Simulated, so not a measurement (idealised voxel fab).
process module | voxel fin reveal
cross-section cut | 165 nm wide | cells 5 nm
A cross-section is a grid of square cells, given in bands from the top down. A band is one or more rows of cells.
Each band's line starts with the height of the band's top and of its bottom, in nm. Then come its materials from left to right, each with its width in nm. One material with "throughout" fills the band from edge to edge. "air" is empty space.
Height 0 is the level under which the wafer as received is all one material. The lowest band goes on downwards, as in "0 down".
A width such as "30 to 40" changes by the same amount from each row of cells to the next, from the band's top row to its bottom row.
"no change" after a step means that no cell of the cross-section changed.
closed voids: empty space of 8 cells or more with no open way to the top, each as width x height at its distance from the left edge, in nm
after a step's settings: what the simulator itself notes on the step
overlay nm, on a step with a mask: how far to the right of its planned place the mask lay; to the left if negative
plan
1 op RECEIVE | material Si
2 op CONFORMAL_DEP | material SiN | thk nm 5
3 op PATTERN | tone cover | mask id FINS | material resist | width nm 15 | pitch nm 35 | thk nm 20 | overlay nm 0
4 op DIRECTIONAL_ETCH | etch materials SiN | depth nm 5
5 op DIRECTIONAL_ETCH | etch materials Si | depth nm 30
6 op STRIP | etch materials resist
7 op OXIDIZE | depth nm 5
8 op FILL_DEP | material SiO2 | thk nm 5
9 op CMP | height nm 5
10 op SELECTIVE_ETCH | etch materials SiO2 | depth nm 20
11 op STRIP | etch materials SiN
12 op CONFORMAL_DEP | material HfO2 | thk nm 5
as received, after step 1
  0 down: Si throughout
  closed voids: none
first wafer at the end, as planned
  5 to 0: air 20 | HfO2 15 | air 20 | HfO2 15 | air 20 | HfO2 15 | air 20 | HfO2 15 | air 25
  0 to -10: air 20 | HfO2 5 | Si 5 | HfO2 5 | air 20 | HfO2 5 | Si 5 | HfO2 5 | air 20 | HfO2 5 | Si 5 | HfO2 5 | air 20 | HfO2 5 | Si 5 | HfO2 5 | air 25
  -10 to -15: HfO2 25 | Si 5 | HfO2 30 | Si 5 | HfO2 30 | Si 5 | HfO2 30 | Si 5 | HfO2 30
  -15 to -35: SiO2 25 | Si 5 | SiO2 30 | Si 5 | SiO2 30 | Si 5 | SiO2 30 | Si 5 | SiO2 30
  -35 down: Si throughout
  closed voids: none
second wafer at the end: like start, like plan, one mistake
  5 to 0: HfO2 20 | air 15 | HfO2 20 | air 15 | HfO2 20 | air 15 | HfO2 20 | air 15 | HfO2 25
  0 to -10: Si 15 | HfO2 5 | air 15 | HfO2 5 | Si 10 | HfO2 5 | air 15 | HfO2 5 | Si 10 | HfO2 5 | air 15 | HfO2 5 | Si 10 | HfO2 5 | air 15 | HfO2 5 | Si 20
  -10 to -15: Si 15 | HfO2 25 | Si 10 | HfO2 25 | Si 10 | HfO2 25 | Si 10 | HfO2 25 | Si 20
  -15 to -35: Si 15 | SiO2 25 | Si 10 | SiO2 25 | Si 10 | SiO2 25 | Si 10 | SiO2 25 | Si 20
  -35 down: Si throughout
  closed voids: none
what went wrong: step 3 ran as: op PATTERN | tone open | mask id FINS | material resist | width nm 15 | pitch nm 35 | thk nm 20 | overlay nm 0
at the end the second wafer has, in cells: 63 more of Si | 36 fewer of SiO2
